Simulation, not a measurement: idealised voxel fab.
process module | voxel transistor to metal
cross-section cut | 150 nm wide | cells 5 nm
A cross-section is a grid of square cells, given in bands from the top down. A band is one or more rows of cells.
Each band's line starts with the height of the band's top and of its bottom, in nm. Then come its materials from left to right, each with its width in nm. One material with "throughout" fills the band from edge to edge. "air" is empty space.
Height 0 is the level under which the wafer as received is all one material. The lowest band goes on downwards, as in "0 down".
A width such as "30 to 40" changes by the same amount from each row of cells to the next, from the band's top row to its bottom row.
"no change" after a step means that no cell of the cross-section changed.
closed voids: empty space of 8 cells or more with no open way to the top, each as width x height at its distance from the left edge, in nm
after a step's settings: what the simulator itself notes on the step
overlay nm, on a step with a mask: how far to the right of its planned place the mask lay; to the left if negative
Each pair below shows a cross-section before one step and the cross-section after it, down to the lowest band that changed. The line under each pair gives the step between them, with its settings. The pairs can come from different runs of this module on the same starting wafer, so a pair continues from the pair above only where its "before" says so.
before
  0 down: Si throughout
  closed voids: none
after
  0 to -5: SiO2 throughout
  below -5: unchanged
  closed voids: none
the step between: op OXIDIZE | depth nm 5
before: the cross-section after the pair above
after
  10 to 0: SiN throughout
  below 0: unchanged
  closed voids: none
the step between: op CONFORMAL_DEP | material SiN | thk nm 10
before: the cross-section after the pair above
after
  10 to 0: air 20 | SiN 110 | air 20
  below 0: unchanged
  closed voids: none
the step between: op MASKED_ETCH | tone cover | mask id ACTIVE | width nm 110 | etch materials SiN | depth nm 10 | overlay nm 0
before: the cross-section after the pair above
after
  10 to 0: air 20 | SiN 110 | air 20
  0 to -5: air 20 | SiO2 110 | air 20
  below -5: unchanged
  closed voids: none
the step between: op MASKED_ETCH | tone cover | mask id ACTIVE | width nm 110 | etch materials SiO2 | depth nm 5 | overlay nm 0
before: the cross-section after the pair above
after
  10 to 0: air 20 | SiN 110 | air 20
  0 to -5: air 20 | SiO2 110 | air 20
  -5 to -35: air 20 | Si 110 | air 20
  below -35: unchanged
  closed voids: none
the step between: op MASKED_ETCH | tone cover | mask id ACTIVE | width nm 110 | etch materials Si | depth nm 30 | overlay nm 0
before: the cross-section after the pair above
after
  10 to 0: air 20 | SiN 110 | air 20
  0 to -5: air 20 | SiO2 110 | air 20
  -5 to -35: air 20 | SiO2 5 | Si 100 | SiO2 5 | air 20
  -35 to -40: SiO2 25 | Si 100 | SiO2 25
  below -40: unchanged
  closed voids: none
the step between: op OXIDIZE | depth nm 5
before: the cross-section after the pair above
after
  20 to 10: SiO2 throughout
  10 to 0: SiO2 20 | SiN 110 | SiO2 20
  0 to -5: SiO2 throughout
  -5 to -40: SiO2 25 | Si 100 | SiO2 25
  below -40: unchanged
  closed voids: none
the step between: op FILL_DEP | material SiO2 | thk nm 10
before: the cross-section after the pair above
after
  10 to 0: SiO2 20 | SiN 110 | SiO2 20
  below 0: unchanged
  closed voids: none
the step between: op CMP | height nm 10
before: the cross-section after the pair above
after
  10 to 5: air 20 | SiN 110 | air 20
  below 5: unchanged
  closed voids: none
the step between: op SELECTIVE_ETCH | etch materials SiO2 | depth nm 5
before: the cross-section after the pair above
after
  5 to 0: SiO2 20 | air 110 | SiO2 20
  below 0: unchanged
  closed voids: none
the step between: op STRIP | etch materials SiN
before: the cross-section after the pair above
after
  0 to -5: SiO2 15 | air 120 | SiO2 15
  below -5: unchanged
  closed voids: none
the step between: op SELECTIVE_ETCH | etch materials SiO2 | depth nm 5
before: the cross-section after the pair above
after
  0 to -5: SiO2 15 | air 120 | SiO2 15
  -5 to -10: SiO2 throughout
  below -10: unchanged
  closed voids: none
the step between: op OXIDIZE | depth nm 5
before: the cross-section after the pair above
after
  25 to 20: polySi 15 | air 120 | polySi 15
  20 to 0: polySi throughout
  0 to -5: SiO2 15 | polySi 120 | SiO2 15
  below -5: unchanged
  closed voids: none
the step between: op DIRECTIONAL_DEP | material polySi | thk nm 25
before: the cross-section after the pair above
after
  35 to 30: SiCN 15 | air 120 | SiCN 15
  30 to 25: SiCN throughout
  25 to 20: polySi 15 | SiCN 120 | polySi 15
  below 20: unchanged
  closed voids: none
the step between: op DIRECTIONAL_DEP | material SiCN | thk nm 10
before: the cross-section after the pair above
after
  55 to 35: air 60 | resist 30 | air 60
  35 to 30: SiCN 15 | air 45 | resist 30 | air 45 | SiCN 15
  below 30: unchanged
  closed voids: none
the step between: op PATTERN | tone cover | mask id GATE | material resist | width nm 30 | thk nm 20 | overlay nm 0
before: the cross-section after the pair above
after
  55 to 30: air 60 | resist 30 | air 60
  30 to 25: air 60 | SiCN 30 | air 60
  25 to 20: polySi 15 | air 45 | SiCN 30 | air 45 | polySi 15
  below 20: unchanged
  closed voids: none
the step between: op DIRECTIONAL_ETCH | etch materials SiCN | depth nm 20
before: the cross-section after the pair above
after
  55 to 30: air 60 | resist 30 | air 60
  30 to 20: air 60 | SiCN 30 | air 60
  20 to 0: air 60 | polySi 30 | air 60
  0 to -5: SiO2 15 | air 45 | polySi 30 | air 45 | SiO2 15
  below -5: unchanged
  closed voids: none
the step between: op DIRECTIONAL_ETCH | etch materials polySi | depth nm 35
before: the cross-section after the pair above
after
  30 to 20: air 60 | SiCN 30 | air 60
  below 20: unchanged
  closed voids: none
the step between: op STRIP | etch materials resist
before: the cross-section after the pair above
after
  40 to 30: air 50 | SiN 50 | air 50
  30 to 20: air 50 | SiN 10 | SiCN 30 | SiN 10 | air 50
  20 to 10: air 50 | SiN 10 | polySi 30 | SiN 10 | air 50
  10 to 5: SiN 25 | air 25 | SiN 10 | polySi 30 | SiN 10 | air 25 | SiN 25
  5 to 0: SiN 60 | polySi 30 | SiN 60
  0 to -5: SiO2 15 | SiN 45 | polySi 30 | SiN 45 | SiO2 15
  below -5: unchanged
  closed voids: none
the step between: op CONFORMAL_DEP | material SiN | thk nm 10
before: the cross-section after the pair above
after
  30 to 20: air 50 | SiN 10 | SiCN 30 | SiN 10 | air 50
  20 to 0: air 50 | SiN 10 | polySi 30 | SiN 10 | air 50
  0 to -5: SiO2 15 | SiN 10 | air 25 | SiN 10 | polySi 30 | SiN 10 | air 25 | SiN 10 | SiO2 15
  below -5: unchanged
  closed voids: none
the step between: op DIRECTIONAL_ETCH | etch materials SiN | depth nm 10
before: the cross-section after the pair above
after
  30 to 20: air 50 | SiN 10 | SiCN 30 | SiN 10 | air 50
  20 to 0: air 50 | SiN 10 | polySi 30 | SiN 10 | air 50
  0 to -5: air 15 | SiN 10 | air 25 | SiN 10 | polySi 30 | SiN 10 | air 25 | SiN 10 | air 15
  -5 to -10: SiO2 25 | air 25 | SiO2 50 | air 25 | SiO2 25
  below -10: unchanged
  closed voids: none
the step between: op DIRECTIONAL_ETCH | etch materials SiO2 | depth nm 5
before: the cross-section after the pair above
after
  30 to 20: air 50 | SiN 10 | SiCN 30 | SiN 10 | air 50
  20 to 0: air 50 | SiN 10 | polySi 30 | SiN 10 | air 50
  0 to -5: air 15 | SiN 10 | air 25 | SiN 10 | polySi 30 | SiN 10 | air 25 | SiN 10 | air 15
  -5 to -10: SiO2 25 | SiGe 25 | SiO2 50 | SiGe 25 | SiO2 25
  below -10: unchanged
  closed voids: none
the step between: op EPI | material SiGe | thk nm 5
before: the cross-section after the pair above
after
  35 to 30: SiO2 throughout
  30 to 20: SiO2 50 | SiN 10 | SiCN 30 | SiN 10 | SiO2 50
  20 to 0: SiO2 50 | SiN 10 | polySi 30 | SiN 10 | SiO2 50
  0 to -5: SiO2 15 | SiN 10 | SiO2 25 | SiN 10 | polySi 30 | SiN 10 | SiO2 25 | SiN 10 | SiO2 15
  below -5: unchanged
  closed voids: none
the step between: op FILL_DEP | material SiO2 | thk nm 5
before: the cross-section after the pair above
after
  20 to 0: SiO2 50 | SiN 10 | polySi 30 | SiN 10 | SiO2 50
  below 0: unchanged
  closed voids: none
the step between: op CMP | height nm 20
before: the cross-section after the pair above
after
  20 to 0: SiO2 50 | SiN 10 | air 30 | SiN 10 | SiO2 50
  0 to -5: SiO2 15 | SiN 10 | SiO2 25 | SiN 10 | air 30 | SiN 10 | SiO2 25 | SiN 10 | SiO2 15
  below -5: unchanged
  closed voids: none
the step between: op STRIP | etch materials polySi
before: the cross-section after the pair above
after
  20 to 15: air 50 | SiN 10 | air 30 | SiN 10 | air 50
  15 to 0: SiO2 50 | SiN 10 | air 30 | SiN 10 | SiO2 50
  0 to -5: SiO2 15 | SiN 10 | SiO2 25 | SiN 10 | air 30 | SiN 10 | SiO2 25 | SiN 10 | SiO2 15
  -5 to -10: SiO2 25 | SiGe 25 | SiO2 5 | air 40 | SiO2 5 | SiGe 25 | SiO2 25
  below -10: unchanged
  closed voids: none
the step between: op SELECTIVE_ETCH | etch materials SiO2 | depth nm 5
before: the cross-section after the pair above
after
  25 to 20: air 45 | HfO2 20 | air 20 | HfO2 20 | air 45
  20 to 15: HfO2 50 | SiN 10 | HfO2 5 | air 20 | HfO2 5 | SiN 10 | HfO2 50
  15 to 0: SiO2 50 | SiN 10 | HfO2 5 | air 20 | HfO2 5 | SiN 10 | SiO2 50
  0 to -5: SiO2 15 | SiN 10 | SiO2 25 | SiN 10 | HfO2 5 | air 20 | HfO2 5 | SiN 10 | SiO2 25 | SiN 10 | SiO2 15
  -5 to -10: SiO2 25 | SiGe 25 | SiO2 5 | HfO2 40 | SiO2 5 | SiGe 25 | SiO2 25
  below -10: unchanged
  closed voids: none
the step between: op CONFORMAL_DEP | material HfO2 | thk nm 5
before: the cross-section after the pair above
after
  30 to 25: air 40 | TiN 30 | air 10 | TiN 30 | air 40
  25 to 20: TiN 45 | HfO2 20 | TiN 5 | air 10 | TiN 5 | HfO2 20 | TiN 45
  20 to 15: HfO2 50 | SiN 10 | HfO2 5 | TiN 5 | air 10 | TiN 5 | HfO2 5 | SiN 10 | HfO2 50
  15 to 0: SiO2 50 | SiN 10 | HfO2 5 | TiN 5 | air 10 | TiN 5 | HfO2 5 | SiN 10 | SiO2 50
  0 to -5: SiO2 15 | SiN 10 | SiO2 25 | SiN 10 | HfO2 5 | TiN 20 | HfO2 5 | SiN 10 | SiO2 25 | SiN 10 | SiO2 15
  below -5: unchanged
  closed voids: none
the step between: op CONFORMAL_DEP | material TiN | thk nm 5
before: the cross-section after the pair above
after
  40 to 30: W throughout
  30 to 25: W 40 | TiN 30 | W 10 | TiN 30 | W 40
  25 to 20: TiN 45 | HfO2 20 | TiN 5 | W 10 | TiN 5 | HfO2 20 | TiN 45
  20 to 15: HfO2 50 | SiN 10 | HfO2 5 | TiN 5 | W 10 | TiN 5 | HfO2 5 | SiN 10 | HfO2 50
  15 to 0: SiO2 50 | SiN 10 | HfO2 5 | TiN 5 | W 10 | TiN 5 | HfO2 5 | SiN 10 | SiO2 50
  below 0: unchanged
  closed voids: none
the step between: op FILL_DEP | material W | thk nm 10
before: the cross-section after the pair above
after
  15 to 0: SiO2 50 | SiN 10 | HfO2 5 | TiN 5 | W 10 | TiN 5 | HfO2 5 | SiN 10 | SiO2 50
  below 0: unchanged
  closed voids: none
the step between: op CMP | height nm 15
before: the cross-section after the pair above
after
  25 to 15: SiO2 throughout
  below 15: unchanged
  closed voids: none
the step between: op DIRECTIONAL_DEP | material SiO2 | thk nm 10
before: the cross-section after the pair above
after
  25 to 15: SiO2 25 | air 20 | SiO2 60 | air 20 | SiO2 25
  15 to 0: SiO2 25 | air 20 | SiO2 5 | SiN 10 | HfO2 5 | TiN 5 | W 10 | TiN 5 | HfO2 5 | SiN 10 | SiO2 5 | air 20 | SiO2 25
  0 to -5: SiO2 15 | SiN 10 | air 20 | SiO2 5 | SiN 10 | HfO2 5 | TiN 20 | HfO2 5 | SiN 10 | SiO2 5 | air 20 | SiN 10 | SiO2 15
  below -5: unchanged
  closed voids: none
the step between: op MASKED_ETCH | tone open | mask id CONTACT | width nm 20 | pitch nm 80 | etch materials SiO2 | depth nm 30 | overlay nm 0
before: the cross-section after the pair above
after
  30 to 25: TiN 30 | air 10 | TiN 70 | air 10 | TiN 30
  25 to 15: SiO2 25 | TiN 5 | air 10 | TiN 5 | SiO2 60 | TiN 5 | air 10 | TiN 5 | SiO2 25
  15 to 0: SiO2 25 | TiN 5 | air 10 | TiN 5 | SiO2 5 | SiN 10 | HfO2 5 | TiN 5 | W 10 | TiN 5 | HfO2 5 | SiN 10 | SiO2 5 | TiN 5 | air 10 | TiN 5 | SiO2 25
  0 to -5: SiO2 15 | SiN 10 | TiN 20 | SiO2 5 | SiN 10 | HfO2 5 | TiN 20 | HfO2 5 | SiN 10 | SiO2 5 | TiN 20 | SiN 10 | SiO2 15
  below -5: unchanged
  closed voids: none
the step between: op CONFORMAL_DEP | material TiN | thk nm 5
before: the cross-section after the pair above
after
  40 to 30: W throughout
  30 to 25: TiN 30 | W 10 | TiN 70 | W 10 | TiN 30
  25 to 15: SiO2 25 | TiN 5 | W 10 | TiN 5 | SiO2 60 | TiN 5 | W 10 | TiN 5 | SiO2 25
  15 to 0: SiO2 25 | TiN 5 | W 10 | TiN 5 | SiO2 5 | SiN 10 | HfO2 5 | TiN 5 | W 10 | TiN 5 | HfO2 5 | SiN 10 | SiO2 5 | TiN 5 | W 10 | TiN 5 | SiO2 25
  below 0: unchanged
  closed voids: none
the step between: op FILL_DEP | material W | thk nm 10
before: the cross-section after the pair above
after
  25 to 15: SiO2 25 | TiN 5 | W 10 | TiN 5 | SiO2 60 | TiN 5 | W 10 | TiN 5 | SiO2 25
  below 15: unchanged
  closed voids: none
the step between: op CMP | height nm 25
before: the cross-section after the pair above
after
  30 to 25: TiN throughout
  below 25: unchanged
  closed voids: none
the step between: op DIRECTIONAL_DEP | material TiN | thk nm 5
before: the cross-section after the pair above
after
  50 to 30: W throughout
  below 30: unchanged
  closed voids: none
the step between: op DIRECTIONAL_DEP | material W | thk nm 20
before: the cross-section after the pair above
after
  65 to 50: aC throughout
  below 50: unchanged
  closed voids: none
the step between: op DIRECTIONAL_DEP | material aC | thk nm 15
before: the cross-section after the pair above
after
  100 to 65: air 25 | resist 20 | air 60 | resist 20 | air 25
  below 65: unchanged
  closed voids: none
the step between: op PATTERN | tone cover | mask id METAL_1 | material resist | width nm 20 | pitch nm 80 | thk nm 35 | overlay nm 0
before: the cross-section after the pair above
after
  85 to 65: air 25 | resist 20 | air 60 | resist 20 | air 25
  65 to 50: air 25 | aC 20 | air 60 | aC 20 | air 25
  below 50: unchanged
  closed voids: none
the step between: op DIRECTIONAL_ETCH | etch materials aC | depth nm 15
before: the cross-section after the pair above
after
  65 to 50: air 25 | aC 20 | air 60 | aC 20 | air 25
  below 50: unchanged
  closed voids: none
the step between: op STRIP | etch materials resist
before: the cross-section after the pair above
after
  65 to 50: air 25 | aC 20 | air 60 | aC 20 | air 25
  50 to 30: air 25 | W 20 | air 60 | W 20 | air 25
  below 30: unchanged
  closed voids: none
the step between: op DIRECTIONAL_ETCH | etch materials W | depth nm 20
before: the cross-section after the pair above
after
  65 to 50: air 25 | aC 20 | air 60 | aC 20 | air 25
  50 to 30: air 25 | W 20 | air 60 | W 20 | air 25
  30 to 25: air 25 | TiN 20 | air 60 | TiN 20 | air 25
  below 25: unchanged
  closed voids: none
the step between: op DIRECTIONAL_ETCH | etch materials TiN | depth nm 5
before: the cross-section after the pair above
after
  50 to 30: air 25 | W 20 | air 60 | W 20 | air 25
  below 30: unchanged
  closed voids: none
the step between: op STRIP | etch materials aC
before: the cross-section after the pair above
after
  55 to 50: air 20 | SiN 30 | air 50 | SiN 30 | air 20
  50 to 30: air 20 | SiN 5 | W 20 | SiN 5 | air 50 | SiN 5 | W 20 | SiN 5 | air 20
  30 to 25: SiN 25 | TiN 20 | SiN 60 | TiN 20 | SiN 25
  below 25: unchanged
  closed voids: none
the step between: op CONFORMAL_DEP | material SiN | thk nm 5
before: the cross-section after the pair above
after
  65 to 55: lowk throughout
  55 to 50: lowk 20 | SiN 30 | lowk 50 | SiN 30 | lowk 20
  50 to 30: lowk 20 | SiN 5 | W 20 | SiN 5 | lowk 50 | SiN 5 | W 20 | SiN 5 | lowk 20
  below 30: unchanged
  closed voids: none
the step between: op FILL_DEP | material lowk | thk nm 10
before: the cross-section after the pair above
after
  50 to 30: lowk 20 | SiN 5 | W 20 | SiN 5 | lowk 50 | SiN 5 | W 20 | SiN 5 | lowk 20
  below 30: unchanged
  closed voids: none
the step between: op CMP | height nm 50
before: the cross-section after the pair above
after
  55 to 50: SiN throughout
  below 50: unchanged
  closed voids: none
the step between: op CONFORMAL_DEP | material SiN | thk nm 5
before
  65 to 55: lowk throughout
  55 to 50: lowk 20 | SiN 30 | lowk 50 | SiN 30 | lowk 20
  50 to 30: lowk 20 | SiN 5 | W 20 | SiN 5 | lowk 50 | SiN 5 | W 20 | SiN 5 | lowk 20
  30 to 25: SiN 25 | TiN 20 | SiN 60 | TiN 20 | SiN 25
  25 to 15: SiO2 25 | TiN 5 | W 10 | TiN 5 | SiO2 60 | TiN 5 | W 10 | TiN 5 | SiO2 25
  15 to 0: SiO2 25 | TiN 5 | W 10 | TiN 5 | SiO2 5 | SiN 10 | HfO2 5 | TiN 5 | W 10 | TiN 5 | HfO2 5 | SiN 10 | SiO2 5 | TiN 5 | W 10 | TiN 5 | SiO2 25
  0 to -5: SiO2 15 | SiN 10 | TiN 20 | SiO2 5 | SiN 10 | HfO2 5 | TiN 20 | HfO2 5 | SiN 10 | SiO2 5 | TiN 20 | SiN 10 | SiO2 15
  -5 to -10: SiO2 25 | SiGe 25 | SiO2 5 | HfO2 40 | SiO2 5 | SiGe 25 | SiO2 25
  -10 to -40: SiO2 25 | Si 100 | SiO2 25
  -40 down: Si throughout
  closed voids: none
after
  70 to 65: SiN throughout
  below 65: unchanged
  closed voids: none
the step between: op CONFORMAL_DEP | material SiN | thk nm 5
before
  10 to 0: air 20 | SiN 110 | air 20
  0 to -5: air 20 | SiO2 110 | air 20
  -5 to -35: air 20 | Si 110 | air 20
  -35 down: Si throughout
  closed voids: none
after
  10 to 0: air 20 | SiN 110 | air 20
  0 to -5: air 20 | SiO2 110 | air 20
  -5 to -65: air 20 | Si 110 | air 20
  below -65: unchanged
  closed voids: none
the step between: op MASKED_ETCH | tone cover | mask id ACTIVE | width nm 110 | etch materials Si | depth nm 30 | overlay nm 0
before: the cross-section after the pair above
after
  10 to 0: air 20 | SiN 110 | air 20
  0 to -5: air 20 | SiO2 110 | air 20
  -5 to -65: air 20 | SiO2 5 | Si 100 | SiO2 5 | air 20
  -65 to -70: SiO2 25 | Si 100 | SiO2 25
  below -70: unchanged
  closed voids: none
the step between: op OXIDIZE | depth nm 5
before: the cross-section after the pair above
after
  20 to 10: SiO2 throughout
  10 to 0: SiO2 20 | SiN 110 | SiO2 20
  0 to -5: SiO2 throughout
  -5 to -70: SiO2 25 | Si 100 | SiO2 25
  below -70: unchanged
  closed voids: none
the step between: op FILL_DEP | material SiO2 | thk nm 10
before: the cross-section after the pair above
after
  10 to 0: SiO2 20 | SiN 110 | SiO2 20
  below 0: unchanged
  closed voids: none
the step between: op CMP | height nm 10
before: the cross-section after the pair above
after
  10 to 5: air 20 | SiN 110 | air 20
  below 5: unchanged
  closed voids: none
the step between: op SELECTIVE_ETCH | etch materials SiO2 | depth nm 5
before: the cross-section after the pair above
after
  5 to 0: SiO2 20 | air 110 | SiO2 20
  below 0: unchanged
  closed voids: none
the step between: op STRIP | etch materials SiN
before: the cross-section after the pair above
after
  0 to -5: SiO2 15 | air 120 | SiO2 15
  below -5: unchanged
  closed voids: none
the step between: op SELECTIVE_ETCH | etch materials SiO2 | depth nm 5
before: the cross-section after the pair above
after
  0 to -5: SiO2 15 | air 120 | SiO2 15
  -5 to -10: SiO2 throughout
  below -10: unchanged
  closed voids: none
the step between: op OXIDIZE | depth nm 5
before: the cross-section after the pair above
after
  25 to 20: polySi 15 | air 120 | polySi 15
  20 to 0: polySi throughout
  0 to -5: SiO2 15 | polySi 120 | SiO2 15
  below -5: unchanged
  closed voids: none
the step between: op DIRECTIONAL_DEP | material polySi | thk nm 25
before: the cross-section after the pair above
after
  35 to 30: SiCN 15 | air 120 | SiCN 15
  30 to 25: SiCN throughout
  25 to 20: polySi 15 | SiCN 120 | polySi 15
  below 20: unchanged
  closed voids: none
the step between: op DIRECTIONAL_DEP | material SiCN | thk nm 10
before: the cross-section after the pair above
after
  55 to 35: air 60 | resist 30 | air 60
  35 to 30: SiCN 15 | air 45 | resist 30 | air 45 | SiCN 15
  below 30: unchanged
  closed voids: none
the step between: op PATTERN | tone cover | mask id GATE | material resist | width nm 30 | thk nm 20 | overlay nm 0
before: the cross-section after the pair above
after
  55 to 30: air 60 | resist 30 | air 60
  30 to 25: air 60 | SiCN 30 | air 60
  25 to 20: polySi 15 | air 45 | SiCN 30 | air 45 | polySi 15
  below 20: unchanged
  closed voids: none
the step between: op DIRECTIONAL_ETCH | etch materials SiCN | depth nm 20
before: the cross-section after the pair above
after
  55 to 30: air 60 | resist 30 | air 60
  30 to 20: air 60 | SiCN 30 | air 60
  20 to 0: air 60 | polySi 30 | air 60
  0 to -5: SiO2 15 | air 45 | polySi 30 | air 45 | SiO2 15
  below -5: unchanged
  closed voids: none
the step between: op DIRECTIONAL_ETCH | etch materials polySi | depth nm 35
before: the cross-section after the pair above
after
  30 to 20: air 60 | SiCN 30 | air 60
  below 20: unchanged
  closed voids: none
the step between: op STRIP | etch materials resist
before: the cross-section after the pair above
after
  40 to 30: air 50 | SiN 50 | air 50
  30 to 20: air 50 | SiN 10 | SiCN 30 | SiN 10 | air 50
  20 to 10: air 50 | SiN 10 | polySi 30 | SiN 10 | air 50
  10 to 5: SiN 25 | air 25 | SiN 10 | polySi 30 | SiN 10 | air 25 | SiN 25
  5 to 0: SiN 60 | polySi 30 | SiN 60
  0 to -5: SiO2 15 | SiN 45 | polySi 30 | SiN 45 | SiO2 15
  below -5: unchanged
  closed voids: none
the step between: op CONFORMAL_DEP | material SiN | thk nm 10
before: the cross-section after the pair above
after
  30 to 20: air 50 | SiN 10 | SiCN 30 | SiN 10 | air 50
  20 to 0: air 50 | SiN 10 | polySi 30 | SiN 10 | air 50
  0 to -5: SiO2 15 | SiN 10 | air 25 | SiN 10 | polySi 30 | SiN 10 | air 25 | SiN 10 | SiO2 15
  below -5: unchanged
  closed voids: none
the step between: op DIRECTIONAL_ETCH | etch materials SiN | depth nm 10
before: the cross-section after the pair above
after
  30 to 20: air 50 | SiN 10 | SiCN 30 | SiN 10 | air 50
  20 to 0: air 50 | SiN 10 | polySi 30 | SiN 10 | air 50
  0 to -5: air 15 | SiN 10 | air 25 | SiN 10 | polySi 30 | SiN 10 | air 25 | SiN 10 | air 15
  -5 to -10: SiO2 25 | air 25 | SiO2 50 | air 25 | SiO2 25
  below -10: unchanged
  closed voids: none
the step between: op DIRECTIONAL_ETCH | etch materials SiO2 | depth nm 5
before: the cross-section after the pair above
after
  30 to 20: air 50 | SiN 10 | SiCN 30 | SiN 10 | air 50
  20 to 0: air 50 | SiN 10 | polySi 30 | SiN 10 | air 50
  0 to -5: air 15 | SiN 10 | air 25 | SiN 10 | polySi 30 | SiN 10 | air 25 | SiN 10 | air 15
  -5 to -10: SiO2 25 | SiGe 25 | SiO2 50 | SiGe 25 | SiO2 25
  below -10: unchanged
  closed voids: none
the step between: op EPI | material SiGe | thk nm 5
before: the cross-section after the pair above
after
  35 to 30: SiO2 throughout
  30 to 20: SiO2 50 | SiN 10 | SiCN 30 | SiN 10 | SiO2 50
  20 to 0: SiO2 50 | SiN 10 | polySi 30 | SiN 10 | SiO2 50
  0 to -5: SiO2 15 | SiN 10 | SiO2 25 | SiN 10 | polySi 30 | SiN 10 | SiO2 25 | SiN 10 | SiO2 15
  below -5: unchanged
  closed voids: none
the step between: op FILL_DEP | material SiO2 | thk nm 5
before: the cross-section after the pair above
after
  20 to 0: SiO2 50 | SiN 10 | polySi 30 | SiN 10 | SiO2 50
  below 0: unchanged
  closed voids: none
the step between: op CMP | height nm 20
before: the cross-section after the pair above
after
  20 to 0: SiO2 50 | SiN 10 | air 30 | SiN 10 | SiO2 50
  0 to -5: SiO2 15 | SiN 10 | SiO2 25 | SiN 10 | air 30 | SiN 10 | SiO2 25 | SiN 10 | SiO2 15
  below -5: unchanged
  closed voids: none
the step between: op STRIP | etch materials polySi
before: the cross-section after the pair above
after
  20 to 15: air 50 | SiN 10 | air 30 | SiN 10 | air 50
  15 to 0: SiO2 50 | SiN 10 | air 30 | SiN 10 | SiO2 50
  0 to -5: SiO2 15 | SiN 10 | SiO2 25 | SiN 10 | air 30 | SiN 10 | SiO2 25 | SiN 10 | SiO2 15
  -5 to -10: SiO2 25 | SiGe 25 | SiO2 5 | air 40 | SiO2 5 | SiGe 25 | SiO2 25
  below -10: unchanged
  closed voids: none
the step between: op SELECTIVE_ETCH | etch materials SiO2 | depth nm 5
before: the cross-section after the pair above
after
  25 to 20: air 45 | HfO2 20 | air 20 | HfO2 20 | air 45
  20 to 15: HfO2 50 | SiN 10 | HfO2 5 | air 20 | HfO2 5 | SiN 10 | HfO2 50
  15 to 0: SiO2 50 | SiN 10 | HfO2 5 | air 20 | HfO2 5 | SiN 10 | SiO2 50
  0 to -5: SiO2 15 | SiN 10 | SiO2 25 | SiN 10 | HfO2 5 | air 20 | HfO2 5 | SiN 10 | SiO2 25 | SiN 10 | SiO2 15
  -5 to -10: SiO2 25 | SiGe 25 | SiO2 5 | HfO2 40 | SiO2 5 | SiGe 25 | SiO2 25
  below -10: unchanged
  closed voids: none
the step between: op CONFORMAL_DEP | material HfO2 | thk nm 5
before: the cross-section after the pair above
after
  30 to 25: air 40 | TiN 30 | air 10 | TiN 30 | air 40
  25 to 20: TiN 45 | HfO2 20 | TiN 5 | air 10 | TiN 5 | HfO2 20 | TiN 45
  20 to 15: HfO2 50 | SiN 10 | HfO2 5 | TiN 5 | air 10 | TiN 5 | HfO2 5 | SiN 10 | HfO2 50
  15 to 0: SiO2 50 | SiN 10 | HfO2 5 | TiN 5 | air 10 | TiN 5 | HfO2 5 | SiN 10 | SiO2 50
  0 to -5: SiO2 15 | SiN 10 | SiO2 25 | SiN 10 | HfO2 5 | TiN 20 | HfO2 5 | SiN 10 | SiO2 25 | SiN 10 | SiO2 15
  below -5: unchanged
  closed voids: none
the step between: op CONFORMAL_DEP | material TiN | thk nm 5
before: the cross-section after the pair above
after
  40 to 30: W throughout
  30 to 25: W 40 | TiN 30 | W 10 | TiN 30 | W 40
  25 to 20: TiN 45 | HfO2 20 | TiN 5 | W 10 | TiN 5 | HfO2 20 | TiN 45
  20 to 15: HfO2 50 | SiN 10 | HfO2 5 | TiN 5 | W 10 | TiN 5 | HfO2 5 | SiN 10 | HfO2 50
  15 to 0: SiO2 50 | SiN 10 | HfO2 5 | TiN 5 | W 10 | TiN 5 | HfO2 5 | SiN 10 | SiO2 50
  below 0: unchanged
  closed voids: none
the step between: op FILL_DEP | material W | thk nm 10
before: the cross-section after the pair above
after
  15 to 0: SiO2 50 | SiN 10 | HfO2 5 | TiN 5 | W 10 | TiN 5 | HfO2 5 | SiN 10 | SiO2 50
  below 0: unchanged
  closed voids: none
the step between: op CMP | height nm 15
before: the cross-section after the pair above
after
  25 to 15: SiO2 throughout
  below 15: unchanged
  closed voids: none
the step between: op DIRECTIONAL_DEP | material SiO2 | thk nm 10
before: the cross-section after the pair above
after
  25 to 15: SiO2 25 | air 20 | SiO2 60 | air 20 | SiO2 25
  15 to 0: SiO2 25 | air 20 | SiO2 5 | SiN 10 | HfO2 5 | TiN 5 | W 10 | TiN 5 | HfO2 5 | SiN 10 | SiO2 5 | air 20 | SiO2 25
  0 to -5: SiO2 15 | SiN 10 | air 20 | SiO2 5 | SiN 10 | HfO2 5 | TiN 20 | HfO2 5 | SiN 10 | SiO2 5 | air 20 | SiN 10 | SiO2 15
  below -5: unchanged
  closed voids: none
the step between: op MASKED_ETCH | tone open | mask id CONTACT | width nm 20 | pitch nm 80 | etch materials SiO2 | depth nm 30 | overlay nm 0
before: the cross-section after the pair above
after
  30 to 25: TiN 30 | air 10 | TiN 70 | air 10 | TiN 30
  25 to 15: SiO2 25 | TiN 5 | air 10 | TiN 5 | SiO2 60 | TiN 5 | air 10 | TiN 5 | SiO2 25
  15 to 0: SiO2 25 | TiN 5 | air 10 | TiN 5 | SiO2 5 | SiN 10 | HfO2 5 | TiN 5 | W 10 | TiN 5 | HfO2 5 | SiN 10 | SiO2 5 | TiN 5 | air 10 | TiN 5 | SiO2 25
  0 to -5: SiO2 15 | SiN 10 | TiN 20 | SiO2 5 | SiN 10 | HfO2 5 | TiN 20 | HfO2 5 | SiN 10 | SiO2 5 | TiN 20 | SiN 10 | SiO2 15
  below -5: unchanged
  closed voids: none
the step between: op CONFORMAL_DEP | material TiN | thk nm 5
before: the cross-section after the pair above
after
  40 to 30: W throughout
  30 to 25: TiN 30 | W 10 | TiN 70 | W 10 | TiN 30
  25 to 15: SiO2 25 | TiN 5 | W 10 | TiN 5 | SiO2 60 | TiN 5 | W 10 | TiN 5 | SiO2 25
  15 to 0: SiO2 25 | TiN 5 | W 10 | TiN 5 | SiO2 5 | SiN 10 | HfO2 5 | TiN 5 | W 10 | TiN 5 | HfO2 5 | SiN 10 | SiO2 5 | TiN 5 | W 10 | TiN 5 | SiO2 25
  below 0: unchanged
  closed voids: none
the step between: op FILL_DEP | material W | thk nm 10
before: the cross-section after the pair above
after
  25 to 15: SiO2 25 | TiN 5 | W 10 | TiN 5 | SiO2 60 | TiN 5 | W 10 | TiN 5 | SiO2 25
  below 15: unchanged
  closed voids: none
the step between: op CMP | height nm 25
before: the cross-section after the pair above
after
  30 to 25: TiN throughout
  below 25: unchanged
  closed voids: none
the step between: op DIRECTIONAL_DEP | material TiN | thk nm 5
before: the cross-section after the pair above
after
  50 to 30: W throughout
  below 30: unchanged
  closed voids: none
the step between: op DIRECTIONAL_DEP | material W | thk nm 20
before: the cross-section after the pair above
after
  65 to 50: aC throughout
  below 50: unchanged
  closed voids: none
the step between: op DIRECTIONAL_DEP | material aC | thk nm 15
before: the cross-section after the pair above
after
  100 to 65: air 25 | resist 20 | air 60 | resist 20 | air 25
  below 65: unchanged
  closed voids: none
the step between: op PATTERN | tone cover | mask id METAL_1 | material resist | width nm 20 | pitch nm 80 | thk nm 35 | overlay nm 0
